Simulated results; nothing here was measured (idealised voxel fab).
process module | voxel double patterning
cross-section cut | 260 nm wide | cells 5 nm
A cross-section is a grid of square cells, given in bands from the top down. A band is one or more rows of cells.
Each band's line starts with the height of the band's top and of its bottom, in nm. Then come its materials from left to right, each with its width in nm. One material with "throughout" fills the band from edge to edge. "air" is empty space.
Height 0 is the level under which the wafer as received is all one material. The lowest band goes on downwards, as in "0 down".
A width such as "30 to 40" changes by the same amount from each row of cells to the next, from the band's top row to its bottom row.
"no change" after a step means that no cell of the cross-section changed.
closed voids: empty space of 8 cells or more with no open way to the top, each as width x height at its distance from the left edge, in nm
after a step's settings: what the simulator itself notes on the step
overlay nm, on a step with a mask: how far to the right of its planned place the mask lay; to the left if negative
plan
1 op RECEIVE | material Si
2 op CONFORMAL_DEP | material SiN | thk nm 5
3 op DIRECTIONAL_DEP | material SiO2 | thk nm 15
4 op DIRECTIONAL_DEP | material SiCN | thk nm 10
5 op MASKED_ETCH | tone open | mask id FIRST | width nm 15 | pitch nm 50 | etch materials SiCN | depth nm 10 | overlay nm 0
6 op DIRECTIONAL_DEP | material aC | thk nm 15
7 op PATTERN | tone open | mask id SECOND | material resist | width nm 15 | pitch nm 50 | thk nm 35 | overlay nm 0
8 op DIRECTIONAL_ETCH | etch materials aC | depth nm 15
9 op STRIP | etch materials resist
10 op DIRECTIONAL_ETCH | etch materials SiCN | depth nm 10
11 op STRIP | etch materials aC
12 op DIRECTIONAL_ETCH | etch materials SiO2 | depth nm 15
13 op STRIP | etch materials SiCN
as received, after step 1
  0 down: Si throughout
  closed voids: none
a wafer at the end: this start, this plan, one mistake
  20 to 0: SiN throughout
  0 down: Si throughout
  closed voids: none
what went wrong: step 3 ran as: op DIRECTIONAL_DEP | material SiN | thk nm 15
